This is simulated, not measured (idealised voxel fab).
Process module in this document: voxel wiring stack
In the cross-section labelled cut, the width is 200 nm and each square cell is 5 nm.
A cross-section in this document is a grid of square cells, and it is written down as bands, the top band listed before the ones below it; a band is made up of one or more rows of cells.
It is stipulated that each band's entry specify, in nanometres, the height of the top of the band and then that of its bottom, followed by the materials of the band in left-to-right sequence, each together with its width in nanometres. A single material marked by the word "all across" is understood to fill the band from edge to edge; the word "blank" is understood to denote empty space.
Beneath 0, the wafer as received is one material, and that level is where height counting begins. The lowest band goes on downward without a bottom; it is written like "from 0 down".
Per-row width for "30 to 40": begins at first number (top row of band), ends at second number (bottom row), increment between rows held constant.
When a step is marked "no change occurred", none of the cells in the cross-section changed during that step.
For the entry "Enclosed internal voids", the listed items are empty spaces with no open way to the top whose size is 8 cells or more; each item follows the pattern width x height at distance, where distance is from the left edge and all three are in nm.
Post-settings text on a step line: simulator's own remark regarding the step.
overlay nm: on a step with a mask, how far right of its planned place the mask lay; negative means left.
Intended process steps:
- 1: RECEIVE [material Si]
- 2: CONFORMAL_DEP [material SiO2] [thk nm 15]
- 3: CONFORMAL_DEP [material SiN] [thk nm 5]
- 4: DIRECTIONAL_DEP [material SiO2] [thk nm 15]
- 5: DIRECTIONAL_DEP [material aC] [thk nm 15]
- 6: PATTERN [tone open] [mask id METAL_1] [material resist] [width nm 25] [pitch nm 55] [thk nm 30] [overlay nm 0]
- 7: DIRECTIONAL_ETCH [etch materials aC] [depth nm 15]
- 8: STRIP [etch materials resist]
- 9: DIRECTIONAL_ETCH [etch materials SiO2] [depth nm 15]
- 10: DIRECTIONAL_ETCH [etch materials SiN] [depth nm 5]
- 11: STRIP [etch materials aC]
- 12: CONFORMAL_DEP [material TiN] [thk nm 5]
- 13: FILL_DEP [material Cu] [thk nm 5]
- 14: CMP [height nm 35]
- 15: EPI [material Ru] [thk nm 5]
- 16: FILL_DEP [material SiCN] [thk nm 5]
- 17: DIRECTIONAL_DEP [material lowk] [thk nm 20]
- 18: DIRECTIONAL_DEP [material aC] [thk nm 15]
- 19: PATTERN [tone open] [mask id PLUG_1] [material resist] [width nm 15] [pitch nm 110] [thk nm 30] [overlay nm 0]
- 20: DIRECTIONAL_ETCH [etch materials aC] [depth nm 15]
- 21: STRIP [etch materials resist]
- 22: DIRECTIONAL_ETCH [etch materials lowk] [depth nm 20]
- 23: DIRECTIONAL_ETCH [etch materials SiCN] [depth nm 5]
- 24: STRIP [etch materials aC]
- 25: EPI [material Ru] [thk nm 10]
- 26: EPI [material Ru] [thk nm 10]
- 27: EPI [material Ru] [thk nm 5]
- 28: CONFORMAL_DEP [material SiN] [thk nm 5]
- 29: DIRECTIONAL_DEP [material lowk] [thk nm 20]
- 30: MASKED_ETCH [tone open] [mask id METAL_2] [width nm 25] [pitch nm 55] [etch materials lowk] [depth nm 20] [overlay nm 0]
- 31: MASKED_ETCH [tone open] [mask id METAL_2] [width nm 25] [pitch nm 55] [etch materials SiN] [depth nm 5] [overlay nm 0]
- 32: CONFORMAL_DEP [material TiN] [thk nm 5]
- 33: FILL_DEP [material Ru] [thk nm 5]
- 34: CMP [height nm 90]
- 35: EPI [material Ru] [thk nm 5]
- 36: FILL_DEP [material SiCN] [thk nm 5]
- 37: DIRECTIONAL_DEP [material lowk] [thk nm 30]
- 38: PATTERN [tone open] [mask id METAL_3_HOLES] [material resist] [width nm 15] [pitch nm 110] [thk nm 15] [overlay nm 0]
- 39: DIRECTIONAL_ETCH [etch materials lowk] [depth nm 30]
- 40: STRIP [etch materials resist]
- 41: MASKED_ETCH [tone open] [mask id METAL_3] [width nm 25] [pitch nm 55] [etch materials lowk] [depth nm 15] [overlay nm 0]
- 42: MASKED_ETCH [tone open] [mask id METAL_3] [width nm 25] [pitch nm 55] [etch materials SiCN] [depth nm 5] [overlay nm 0]
- 43: CONFORMAL_DEP [material TiN] [thk nm 5]
- 44: FILL_DEP [material Cu] [thk nm 10]
- 45: CMP [height nm 130]
- 46: CONFORMAL_DEP [material SiCN] [thk nm 5]
- 47: DIRECTIONAL_DEP [material SiO2] [thk nm 20]
- 48: MASKED_ETCH [tone open] [mask id PLUG_3] [width nm 15] [pitch nm 110] [etch materials SiO2] [depth nm 20] [overlay nm 0]
- 49: MASKED_ETCH [tone open] [mask id PLUG_3] [width nm 15] [pitch nm 110] [etch materials SiCN] [depth nm 5] [overlay nm 0]
- 50: EPI [material Ru] [thk nm 10]
- 51: EPI [material Ru] [thk nm 10]
- 52: EPI [material Ru] [thk nm 5]
- 53: CONFORMAL_DEP [material SiN] [thk nm 5]
- 54: DIRECTIONAL_DEP [material SiO2] [thk nm 25]
- 55: PATTERN [tone open] [mask id METAL_4] [material resist] [width nm 25] [pitch nm 55] [thk nm 20] [overlay nm 0]
- 56: DIRECTIONAL_ETCH [etch materials SiO2] [depth nm 25]
- 57: DIRECTIONAL_ETCH [etch materials SiN] [depth nm 5]
- 58: STRIP [etch materials resist]
- 59: CONFORMAL_DEP [material TiN] [thk nm 5]
- 60: FILL_DEP [material Cu] [thk nm 5]
- 61: CMP [height nm 185]
- 62: CONFORMAL_DEP [material SiN] [thk nm 5]
First of two wafers, processed according to plan:
Cross-section of the wafer upon arrival, representing the state reached after step 1:
- from 0 down  Si all across
- Enclosed internal voids: none
Cross-section: wafer state after step 2:
- from 15 to 0  SiO2 all across
- Unchanged below 0.
Cross-section: wafer state after step 3:
- from 20 to 15  SiN all across
- Unchanged below 15.
Cross-section: wafer state after step 4:
- from 35 to 20  SiO2 all across
- Unchanged below 20.
Cross-section: wafer state after step 5:
- from 50 to 35  aC all across
- Unchanged below 35.
Cross-section: wafer state after step 6:
- from 80 to 50  resist: 30, then blank: 25, then resist: 30, then blank: 25, then resist: 30, then blank: 25, then resist: 35
- Unchanged below 50.
Cross-section: wafer state after step 7:
- from 65 to 50  resist: 30, then blank: 25, then resist: 30, then blank: 25, then resist: 30, then blank: 25, then resist: 35
- from 50 to 35  aC: 30, then blank: 25, then aC: 30, then blank: 25, then aC: 30, then blank: 25, then aC: 35
- Unchanged below 35.
Cross-section: wafer state after step 8:
- from 50 to 35  aC: 30, then blank: 25, then aC: 30, then blank: 25, then aC: 30, then blank: 25, then aC: 35
- Unchanged below 35.
Cross-section: wafer state after step 9:
- from 50 to 35  aC: 30, then blank: 25, then aC: 30, then blank: 25, then aC: 30, then blank: 25, then aC: 35
- from 35 to 20  SiO2: 30, then blank: 25, then SiO2: 30, then blank: 25, then SiO2: 30, then blank: 25, then SiO2: 35
- Unchanged below 20.
Cross-section: wafer state after step 10:
- from 50 to 35  aC: 30, then blank: 25, then aC: 30, then blank: 25, then aC: 30, then blank: 25, then aC: 35
- from 35 to 20  SiO2: 30, then blank: 25, then SiO2: 30, then blank: 25, then SiO2: 30, then blank: 25, then SiO2: 35
- from 20 to 15  SiN: 30, then blank: 25, then SiN: 30, then blank: 25, then SiN: 30, then blank: 25, then SiN: 35
- Unchanged below 15.
Cross-section: wafer state after step 11:
- from 35 to 20  SiO2: 30, then blank: 25, then SiO2: 30, then blank: 25, then SiO2: 30, then blank: 25, then SiO2: 35
- Unchanged below 20.
Cross-section: wafer state after step 12:
- from 40 to 35  TiN: 35, then blank: 15, then TiN: 40, then blank: 15, then TiN: 40, then blank: 15, then TiN: 40
- from 35 to 20  SiO2: 30, then TiN: 5, then blank: 15, then TiN: 5, then SiO2: 30, then TiN: 5, then blank: 15, then TiN: 5, then SiO2: 30, then TiN: 5, then blank: 15, then TiN: 5, then SiO2: 35
- from 20 to 15  SiN: 30, then TiN: 25, then SiN: 30, then TiN: 25, then SiN: 30, then TiN: 25, then SiN: 35
- Unchanged below 15.
Cross-section: wafer state after step 13:
- from 45 to 40  Cu all across
- from 40 to 35  TiN: 35, then Cu: 15, then TiN: 40, then Cu: 15, then TiN: 40, then Cu: 15, then TiN: 40
- from 35 to 20  SiO2: 30, then TiN: 5, then Cu: 15, then TiN: 5, then SiO2: 30, then TiN: 5, then Cu: 15, then TiN: 5, then SiO2: 30, then TiN: 5, then Cu: 15, then TiN: 5, then SiO2: 35
- Unchanged below 20.
Cross-section: wafer state after step 14:
- from 35 to 20  SiO2: 30, then TiN: 5, then Cu: 15, then TiN: 5, then SiO2: 30, then TiN: 5, then Cu: 15, then TiN: 5, then SiO2: 30, then TiN: 5, then Cu: 15, then TiN: 5, then SiO2: 35
- Unchanged below 20.
Cross-section: wafer state after step 15:
- from 40 to 35  blank: 25, then Ru: 35, then blank: 20, then Ru: 35, then blank: 20, then Ru: 35, then blank: 30
- Unchanged below 35.
Cross-section: wafer state after step 16:
- from 45 to 40  SiCN all across
- from 40 to 35  SiCN: 25, then Ru: 35, then SiCN: 20, then Ru: 35, then SiCN: 20, then Ru: 35, then SiCN: 30
- Unchanged below 35.
Cross-section: wafer state after step 17:
- from 65 to 45  lowk all across
- Unchanged below 45.
Cross-section: wafer state after step 18:
- from 80 to 65  aC all across
- Unchanged below 65.
Cross-section: wafer state after step 19:
- from 110 to 80  resist: 30, then blank: 15, then resist: 95, then blank: 15, then resist: 45
- Unchanged below 80.
Cross-section: wafer state after step 20:
- from 95 to 80  resist: 30, then blank: 15, then resist: 95, then blank: 15, then resist: 45
- from 80 to 65  aC: 30, then blank: 15, then aC: 95, then blank: 15, then aC: 45
- Unchanged below 65.
Cross-section: wafer state after step 21:
- from 80 to 65  aC: 30, then blank: 15, then aC: 95, then blank: 15, then aC: 45
- Unchanged below 65.
Cross-section: wafer state after step 22:
- from 80 to 65  aC: 30, then blank: 15, then aC: 95, then blank: 15, then aC: 45
- from 65 to 45  lowk: 30, then blank: 15, then lowk: 95, then blank: 15, then lowk: 45
- Unchanged below 45.
Cross-section: wafer state after step 23:
- from 80 to 65  aC: 30, then blank: 15, then aC: 95, then blank: 15, then aC: 45
- from 65 to 45  lowk: 30, then blank: 15, then lowk: 95, then blank: 15, then lowk: 45
- from 45 to 40  SiCN: 30, then blank: 15, then SiCN: 95, then blank: 15, then SiCN: 45
- Unchanged below 40.
Cross-section: wafer state after step 24:
- from 65 to 45  lowk: 30, then blank: 15, then lowk: 95, then blank: 15, then lowk: 45
- Unchanged below 45.
Cross-section: wafer state after step 25:
- from 65 to 50  lowk: 30, then blank: 15, then lowk: 95, then blank: 15, then lowk: 45
- from 50 to 45  lowk: 30, then Ru: 15, then lowk: 95, then Ru: 15, then lowk: 45
- from 45 to 40  SiCN: 30, then Ru: 15, then SiCN: 95, then Ru: 15, then SiCN: 45
- Unchanged below 40.
Cross-section: wafer state after step 26:
- from 65 to 60  lowk: 30, then blank: 15, then lowk: 95, then blank: 15, then lowk: 45
- from 60 to 45  lowk: 30, then Ru: 15, then lowk: 95, then Ru: 15, then lowk: 45
- Unchanged below 45.
Cross-section: wafer state after step 27:
- from 65 to 45  lowk: 30, then Ru: 15, then lowk: 95, then Ru: 15, then lowk: 45
- Unchanged below 45.
Cross-section: wafer state after step 28:
- from 70 to 65  SiN all across
- Unchanged below 65.
Cross-section: wafer state after step 29:
- from 90 to 70  lowk all across
- Unchanged below 70.
Cross-section: wafer state after step 30:
- from 90 to 70  lowk: 30, then blank: 25, then lowk: 30, then blank: 25, then lowk: 30, then blank: 25, then lowk: 35
- Unchanged below 70.
Cross-section: wafer state after step 31:
- from 90 to 70  lowk: 30, then blank: 25, then lowk: 30, then blank: 25, then lowk: 30, then blank: 25, then lowk: 35
- from 70 to 65  SiN: 30, then blank: 25, then SiN: 30, then blank: 25, then SiN: 30, then blank: 25, then SiN: 35
- Unchanged below 65.
Cross-section: wafer state after step 32:
- from 95 to 90  TiN: 35, then blank: 15, then TiN: 40, then blank: 15, then TiN: 40, then blank: 15, then TiN: 40
- from 90 to 70  lowk: 30, then TiN: 5, then blank: 15, then TiN: 5, then lowk: 30, then TiN: 5, then blank: 15, then TiN: 5, then lowk: 30, then TiN: 5, then blank: 15, then TiN: 5, then lowk: 35
- from 70 to 65  SiN: 30, then TiN: 25, then SiN: 30, then TiN: 25, then SiN: 30, then TiN: 25, then SiN: 35
- Unchanged below 65.
Cross-section: wafer state after step 33:
- from 100 to 95  Ru all across
- from 95 to 90  TiN: 35, then Ru: 15, then TiN: 40, then Ru: 15, then TiN: 40, then Ru: 15, then TiN: 40
- from 90 to 70  lowk: 30, then TiN: 5, then Ru: 15, then TiN: 5, then lowk: 30, then TiN: 5, then Ru: 15, then TiN: 5, then lowk: 30, then TiN: 5, then Ru: 15, then TiN: 5, then lowk: 35
- Unchanged below 70.
Cross-section: wafer state after step 34:
- from 90 to 70  lowk: 30, then TiN: 5, then Ru: 15, then TiN: 5, then lowk: 30, then TiN: 5, then Ru: 15, then TiN: 5, then lowk: 30, then TiN: 5, then Ru: 15, then TiN: 5, then lowk: 35
- Unchanged below 70.
Cross-section: wafer state after step 35:
- from 95 to 90  blank: 25, then Ru: 35, then blank: 20, then Ru: 35, then blank: 20, then Ru: 35, then blank: 30
- Unchanged below 90.
Cross-section: wafer state after step 36:
- from 100 to 95  SiCN all across
- from 95 to 90  SiCN: 25, then Ru: 35, then SiCN: 20, then Ru: 35, then SiCN: 20, then Ru: 35, then SiCN: 30
- Unchanged below 90.
Cross-section: wafer state after step 37:
- from 130 to 100  lowk all across
- Unchanged below 100.
Cross-section: wafer state after step 38:
- from 145 to 130  resist: 30, then blank: 15, then resist: 95, then blank: 15, then resist: 45
- Unchanged below 130.
Cross-section: wafer state after step 39:
- from 145 to 130  resist: 30, then blank: 15, then resist: 95, then blank: 15, then resist: 45
- from 130 to 100  lowk: 30, then blank: 15, then lowk: 95, then blank: 15, then lowk: 45
- Unchanged below 100.
Cross-section: wafer state after step 40:
- from 130 to 100  lowk: 30, then blank: 15, then lowk: 95, then blank: 15, then lowk: 45
- Unchanged below 100.
Cross-section: wafer state after step 41:
- from 130 to 115  lowk: 30, then blank: 25, then lowk: 30, then blank: 25, then lowk: 30, then blank: 25, then lowk: 35
- Unchanged below 115.
Cross-section: wafer state after step 42:
- from 130 to 115  lowk: 30, then blank: 25, then lowk: 30, then blank: 25, then lowk: 30, then blank: 25, then lowk: 35
- from 115 to 100  lowk: 30, then blank: 15, then lowk: 95, then blank: 15, then lowk: 45
- from 100 to 95  SiCN: 30, then blank: 15, then SiCN: 95, then blank: 15, then SiCN: 45
- Unchanged below 95.
Cross-section: wafer state after step 43:
- from 135 to 130  TiN: 35, then blank: 15, then TiN: 40, then blank: 15, then TiN: 40, then blank: 15, then TiN: 40
- from 130 to 120  lowk: 30, then TiN: 5, then blank: 15, then TiN: 5, then lowk: 30, then TiN: 5, then blank: 15, then TiN: 5, then lowk: 30, then TiN: 5, then blank: 15, then TiN: 5, then lowk: 35
- from 120 to 115  lowk: 30, then TiN: 5, then blank: 5, then TiN: 15, then lowk: 30, then TiN: 25, then lowk: 30, then TiN: 5, then blank: 5, then TiN: 15, then lowk: 35
- from 115 to 100  lowk: 30, then TiN: 5, then blank: 5, then TiN: 5, then lowk: 95, then TiN: 5, then blank: 5, then TiN: 5, then lowk: 45
- from 100 to 95  SiCN: 30, then TiN: 15, then SiCN: 95, then TiN: 15, then SiCN: 45
- Unchanged below 95.
Cross-section: wafer state after step 44:
- from 145 to 135  Cu all across
- from 135 to 130  TiN: 35, then Cu: 15, then TiN: 40, then Cu: 15, then TiN: 40, then Cu: 15, then TiN: 40
- from 130 to 120  lowk: 30, then TiN: 5, then Cu: 15, then TiN: 5, then lowk: 30, then TiN: 5, then Cu: 15, then TiN: 5, then lowk: 30, then TiN: 5, then Cu: 15, then TiN: 5, then lowk: 35
- from 120 to 115  lowk: 30, then TiN: 5, then Cu: 5, then TiN: 15, then lowk: 30, then TiN: 25, then lowk: 30, then TiN: 5, then Cu: 5, then TiN: 15, then lowk: 35
- from 115 to 100  lowk: 30, then TiN: 5, then Cu: 5, then TiN: 5, then lowk: 95, then TiN: 5, then Cu: 5, then TiN: 5, then lowk: 45
- Unchanged below 100.
Cross-section: wafer state after step 45:
- from 130 to 120  lowk: 30, then TiN: 5, then Cu: 15, then TiN: 5, then lowk: 30, then TiN: 5, then Cu: 15, then TiN: 5, then lowk: 30, then TiN: 5, then Cu: 15, then TiN: 5, then lowk: 35
- Unchanged below 120.
Cross-section: wafer state after step 46:
- from 135 to 130  SiCN all across
- Unchanged below 130.
Cross-section: wafer state after step 47:
- from 155 to 135  SiO2 all across
- Unchanged below 135.
Cross-section: wafer state after step 48:
- from 155 to 135  SiO2: 30, then blank: 15, then SiO2: 95, then blank: 15, then SiO2: 45
- Unchanged below 135.
Cross-section: wafer state after step 49:
- from 155 to 135  SiO2: 30, then blank: 15, then SiO2: 95, then blank: 15, then SiO2: 45
- from 135 to 130  SiCN: 30, then blank: 15, then SiCN: 95, then blank: 15, then SiCN: 45
- Unchanged below 130.
Cross-section: wafer state after step 50:
- from 155 to 140  SiO2: 30, then blank: 15, then SiO2: 95, then blank: 15, then SiO2: 45
- from 140 to 135  SiO2: 30, then Ru: 15, then SiO2: 95, then Ru: 15, then SiO2: 45
- from 135 to 130  SiCN: 30, then Ru: 15, then SiCN: 95, then Ru: 15, then SiCN: 45
- Unchanged below 130.
Cross-section: wafer state after step 51:
- from 155 to 150  SiO2: 30, then blank: 15, then SiO2: 95, then blank: 15, then SiO2: 45
- from 150 to 135  SiO2: 30, then Ru: 15, then SiO2: 95, then Ru: 15, then SiO2: 45
- Unchanged below 135.
Cross-section: wafer state after step 52:
- from 155 to 135  SiO2: 30, then Ru: 15, then SiO2: 95, then Ru: 15, then SiO2: 45
- Unchanged below 135.
Cross-section: wafer state after step 53:
- from 160 to 155  SiN all across
- Unchanged below 155.
Cross-section: wafer state after step 54:
- from 185 to 160  SiO2 all across
- Unchanged below 160.
Cross-section: wafer state after step 55:
- from 205 to 185  resist: 30, then blank: 25, then resist: 30, then blank: 25, then resist: 30, then blank: 25, then resist: 35
- Unchanged below 185.
Cross-section: wafer state after step 56:
- from 205 to 185  resist: 30, then blank: 25, then resist: 30, then blank: 25, then resist: 30, then blank: 25, then resist: 35
- from 185 to 160  SiO2: 30, then blank: 25, then SiO2: 30, then blank: 25, then SiO2: 30, then blank: 25, then SiO2: 35
- Unchanged below 160.
Cross-section: wafer state after step 57:
- from 205 to 185  resist: 30, then blank: 25, then resist: 30, then blank: 25, then resist: 30, then blank: 25, then resist: 35
- from 185 to 160  SiO2: 30, then blank: 25, then SiO2: 30, then blank: 25, then SiO2: 30, then blank: 25, then SiO2: 35
- from 160 to 155  SiN: 30, then blank: 25, then SiN: 30, then blank: 25, then SiN: 30, then blank: 25, then SiN: 35
- Unchanged below 155.
Cross-section: wafer state after step 58:
- from 185 to 160  SiO2: 30, then blank: 25, then SiO2: 30, then blank: 25, then SiO2: 30, then blank: 25, then SiO2: 35
- Unchanged below 160.
Cross-section: wafer state after step 59:
- from 190 to 185  TiN: 35, then blank: 15, then TiN: 40, then blank: 15, then TiN: 40, then blank: 15, then TiN: 40
- from 185 to 160  SiO2: 30, then TiN: 5, then blank: 15, then TiN: 5, then SiO2: 30, then TiN: 5, then blank: 15, then TiN: 5, then SiO2: 30, then TiN: 5, then blank: 15, then TiN: 5, then SiO2: 35
- from 160 to 155  SiN: 30, then TiN: 25, then SiN: 30, then TiN: 25, then SiN: 30, then TiN: 25, then SiN: 35
- Unchanged below 155.
Cross-section: wafer state after step 60:
- from 195 to 190  Cu all across
- from 190 to 185  TiN: 35, then Cu: 15, then TiN: 40, then Cu: 15, then TiN: 40, then Cu: 15, then TiN: 40
- from 185 to 160  SiO2: 30, then TiN: 5, then Cu: 15, then TiN: 5, then SiO2: 30, then TiN: 5, then Cu: 15, then TiN: 5, then SiO2: 30, then TiN: 5, then Cu: 15, then TiN: 5, then SiO2: 35
- Unchanged below 160.
Cross-section: wafer state after step 61:
- from 185 to 160  SiO2: 30, then TiN: 5, then Cu: 15, then TiN: 5, then SiO2: 30, then TiN: 5, then Cu: 15, then TiN: 5, then SiO2: 30, then TiN: 5, then Cu: 15, then TiN: 5, then SiO2: 35
- Unchanged below 160.
Cross-section: wafer state after step 62:
- from 190 to 185  SiN all across
- Unchanged below 185.
Wafer two. Identical start, identical plan. One mistake in execution. Identical history through step 35:
Cross-sectional representation of the second wafer at the time designated in the plan for the completion of step 36: no change occurred
Cross-sectional representation of the second wafer at the time designated in the plan for the completion of step 37:
- from 125 to 120  blank: 25, then lowk: 35, then blank: 20, then lowk: 35, then blank: 20, then lowk: 35, then blank: 30
- from 120 to 95  lowk all across
- from 95 to 90  lowk: 25, then Ru: 35, then lowk: 20, then Ru: 35, then lowk: 20, then Ru: 35, then lowk: 30
- Unchanged below 90.
Cross-sectional representation of the second wafer at the time designated in the plan for the completion of step 38:
- from 140 to 125  resist: 30, then blank: 15, then resist: 95, then blank: 15, then resist: 45
- from 125 to 120  resist: 25, then lowk: 35, then resist: 20, then lowk: 35, then resist: 20, then lowk: 35, then resist: 30
- Unchanged below 120.
Cross-sectional representation of the second wafer at the time designated in the plan for the completion of step 39:
- from 140 to 125  resist: 30, then blank: 15, then resist: 95, then blank: 15, then resist: 45
- from 125 to 120  resist: 25, then lowk: 5, then blank: 15, then lowk: 15, then resist: 20, then lowk: 35, then resist: 20, then lowk: 5, then blank: 15, then lowk: 15, then resist: 30
- from 120 to 95  lowk: 30, then blank: 15, then lowk: 95, then blank: 15, then lowk: 45
- Unchanged below 95.
Cross-sectional representation of the second wafer at the time designated in the plan for the completion of step 40:
- from 125 to 120  blank: 25, then lowk: 5, then blank: 15, then lowk: 15, then blank: 20, then lowk: 35, then blank: 20, then lowk: 5, then blank: 15, then lowk: 15, then blank: 30
- Unchanged below 120.
Cross-sectional representation of the second wafer at the time designated in the plan for the completion of step 41:
- from 125 to 120  blank: 25, then lowk: 5, then blank: 25, then lowk: 5, then blank: 20, then lowk: 5, then blank: 25, then lowk: 5, then blank: 20, then lowk: 5, then blank: 25, then lowk: 5, then blank: 30
- from 120 to 110  lowk: 30, then blank: 25, then lowk: 30, then blank: 25, then lowk: 30, then blank: 25, then lowk: 35
- Unchanged below 110.
Cross-sectional representation of the second wafer at the time designated in the plan for the completion of step 42: no change occurred
Cross-sectional representation of the second wafer at the time designated in the plan for the completion of step 43:
- from 130 to 125  blank: 20, then TiN: 15, then blank: 15, then TiN: 15, then blank: 10, then TiN: 15, then blank: 15, then TiN: 15, then blank: 10, then TiN: 15, then blank: 15, then TiN: 15, then blank: 25
- from 125 to 120  TiN: 25, then lowk: 5, then TiN: 5, then blank: 15, then TiN: 5, then lowk: 5, then TiN: 20, then lowk: 5, then TiN: 5, then blank: 15, then TiN: 5, then lowk: 5, then TiN: 20, then lowk: 5, then TiN: 5, then blank: 15, then TiN: 5, then lowk: 5, then TiN: 30
- from 120 to 115  lowk: 30, then TiN: 5, then blank: 15, then TiN: 5, then lowk: 30, then TiN: 5, then blank: 15, then TiN: 5, then lowk: 30, then TiN: 5, then blank: 15, then TiN: 5, then lowk: 35
- from 115 to 110  lowk: 30, then TiN: 5, then blank: 5, then TiN: 15, then lowk: 30, then TiN: 25, then lowk: 30, then TiN: 5, then blank: 5, then TiN: 15, then lowk: 35
- from 110 to 100  lowk: 30, then TiN: 5, then blank: 5, then TiN: 5, then lowk: 95, then TiN: 5, then blank: 5, then TiN: 5, then lowk: 45
- from 100 to 95  lowk: 30, then TiN: 15, then lowk: 95, then TiN: 15, then lowk: 45
- Unchanged below 95.
Cross-sectional representation of the second wafer at the time designated in the plan for the completion of step 44:
- from 140 to 130  Cu all across
- from 130 to 125  Cu: 20, then TiN: 15, then Cu: 15, then TiN: 15, then Cu: 10, then TiN: 15, then Cu: 15, then TiN: 15, then Cu: 10, then TiN: 15, then Cu: 15, then TiN: 15, then Cu: 25
- from 125 to 120  TiN: 25, then lowk: 5, then TiN: 5, then Cu: 15, then TiN: 5, then lowk: 5, then TiN: 20, then lowk: 5, then TiN: 5, then Cu: 15, then TiN: 5, then lowk: 5, then TiN: 20, then lowk: 5, then TiN: 5, then Cu: 15, then TiN: 5, then lowk: 5, then TiN: 30
- from 120 to 115  lowk: 30, then TiN: 5, then Cu: 15, then TiN: 5, then lowk: 30, then TiN: 5, then Cu: 15, then TiN: 5, then lowk: 30, then TiN: 5, then Cu: 15, then TiN: 5, then lowk: 35
- from 115 to 110  lowk: 30, then TiN: 5, then Cu: 5, then TiN: 15, then lowk: 30, then TiN: 25, then lowk: 30, then TiN: 5, then Cu: 5, then TiN: 15, then lowk: 35
- from 110 to 100  lowk: 30, then TiN: 5, then Cu: 5, then TiN: 5, then lowk: 95, then TiN: 5, then Cu: 5, then TiN: 5, then lowk: 45
- Unchanged below 100.
Cross-sectional representation of the second wafer at the time designated in the plan for the completion of step 45:
- from 130 to 125  Cu: 20, then TiN: 15, then Cu: 15, then TiN: 15, then Cu: 10, then TiN: 15, then Cu: 15, then TiN: 15, then Cu: 10, then TiN: 15, then Cu: 15, then TiN: 15, then Cu: 25
- Unchanged below 125.
Cross-sectional representation of the second wafer at the time designated in the plan for the completion of step 46:
- from 135 to 130  SiCN all across
- Unchanged below 130.
Cross-sectional representation of the second wafer at the time designated in the plan for the completion of step 47:
- from 155 to 135  SiO2 all across
- Unchanged below 135.
Cross-sectional representation of the second wafer at the time designated in the plan for the completion of step 48:
- from 155 to 135  SiO2: 30, then blank: 15, then SiO2: 95, then blank: 15, then SiO2: 45
- Unchanged below 135.
Cross-sectional representation of the second wafer at the time designated in the plan for the completion of step 49:
- from 155 to 135  SiO2: 30, then blank: 15, then SiO2: 95, then blank: 15, then SiO2: 45
- from 135 to 130  SiCN: 30, then blank: 15, then SiCN: 95, then blank: 15, then SiCN: 45
- Unchanged below 130.
Cross-sectional representation of the second wafer at the time designated in the plan for the completion of step 50:
- from 155 to 140  SiO2: 30, then blank: 15, then SiO2: 95, then blank: 15, then SiO2: 45
- from 140 to 135  SiO2: 30, then Ru: 15, then SiO2: 95, then Ru: 15, then SiO2: 45
- from 135 to 130  SiCN: 30, then Ru: 15, then SiCN: 95, then Ru: 15, then SiCN: 45
- Unchanged below 130.
Cross-sectional representation of the second wafer at the time designated in the plan for the completion of step 51:
- from 155 to 150  SiO2: 30, then blank: 15, then SiO2: 95, then blank: 15, then SiO2: 45
- from 150 to 135  SiO2: 30, then Ru: 15, then SiO2: 95, then Ru: 15, then SiO2: 45
- Unchanged below 135.
Cross-sectional representation of the second wafer at the time designated in the plan for the completion of step 52:
- from 155 to 135  SiO2: 30, then Ru: 15, then SiO2: 95, then Ru: 15, then SiO2: 45
- Unchanged below 135.
Cross-sectional representation of the second wafer at the time designated in the plan for the completion of step 53:
- from 160 to 155  SiN all across
- Unchanged below 155.
Cross-sectional representation of the second wafer at the time designated in the plan for the completion of step 54:
- from 185 to 160  SiO2 all across
- Unchanged below 160.
Cross-sectional representation of the second wafer at the time designated in the plan for the completion of step 55:
- from 205 to 185  resist: 30, then blank: 25, then resist: 30, then blank: 25, then resist: 30, then blank: 25, then resist: 35
- Unchanged below 185.
Cross-sectional representation of the second wafer at the time designated in the plan for the completion of step 56:
- from 205 to 185  resist: 30, then blank: 25, then resist: 30, then blank: 25, then resist: 30, then blank: 25, then resist: 35
- from 185 to 160  SiO2: 30, then blank: 25, then SiO2: 30, then blank: 25, then SiO2: 30, then blank: 25, then SiO2: 35
- Unchanged below 160.
Cross-sectional representation of the second wafer at the time designated in the plan for the completion of step 57:
- from 205 to 185  resist: 30, then blank: 25, then resist: 30, then blank: 25, then resist: 30, then blank: 25, then resist: 35
- from 185 to 160  SiO2: 30, then blank: 25, then SiO2: 30, then blank: 25, then SiO2: 30, then blank: 25, then SiO2: 35
- from 160 to 155  SiN: 30, then blank: 25, then SiN: 30, then blank: 25, then SiN: 30, then blank: 25, then SiN: 35
- Unchanged below 155.
Cross-sectional representation of the second wafer at the time designated in the plan for the completion of step 58:
- from 185 to 160  SiO2: 30, then blank: 25, then SiO2: 30, then blank: 25, then SiO2: 30, then blank: 25, then SiO2: 35
- Unchanged below 160.
Cross-sectional representation of the second wafer at the time designated in the plan for the completion of step 59:
- from 190 to 185  TiN: 35, then blank: 15, then TiN: 40, then blank: 15, then TiN: 40, then blank: 15, then TiN: 40
- from 185 to 160  SiO2: 30, then TiN: 5, then blank: 15, then TiN: 5, then SiO2: 30, then TiN: 5, then blank: 15, then TiN: 5, then SiO2: 30, then TiN: 5, then blank: 15, then TiN: 5, then SiO2: 35
- from 160 to 155  SiN: 30, then TiN: 25, then SiN: 30, then TiN: 25, then SiN: 30, then TiN: 25, then SiN: 35
- Unchanged below 155.
Cross-sectional representation of the second wafer at the time designated in the plan for the completion of step 60:
- from 195 to 190  Cu all across
- from 190 to 185  TiN: 35, then Cu: 15, then TiN: 40, then Cu: 15, then TiN: 40, then Cu: 15, then TiN: 40
- from 185 to 160  SiO2: 30, then TiN: 5, then Cu: 15, then TiN: 5, then SiO2: 30, then TiN: 5, then Cu: 15, then TiN: 5, then SiO2: 30, then TiN: 5, then Cu: 15, then TiN: 5, then SiO2: 35
- Unchanged below 160.
Cross-sectional representation of the second wafer at the time designated in the plan for the completion of step 61:
- from 185 to 160  SiO2: 30, then TiN: 5, then Cu: 15, then TiN: 5, then SiO2: 30, then TiN: 5, then Cu: 15, then TiN: 5, then SiO2: 30, then TiN: 5, then Cu: 15, then TiN: 5, then SiO2: 35
- Unchanged below 160.
Cross-sectional representation of the second wafer at the time designated in the plan for the completion of step 62:
- from 190 to 185  SiN all across
- Unchanged below 185.
Short version of what went wrong: step 36 of the plan: omitted, not performed
Heads up, by the end the second wafer has more or fewer cells of some materials compared to the first: 20 more of Cu | 53 fewer of SiCN | 33 more of TiN
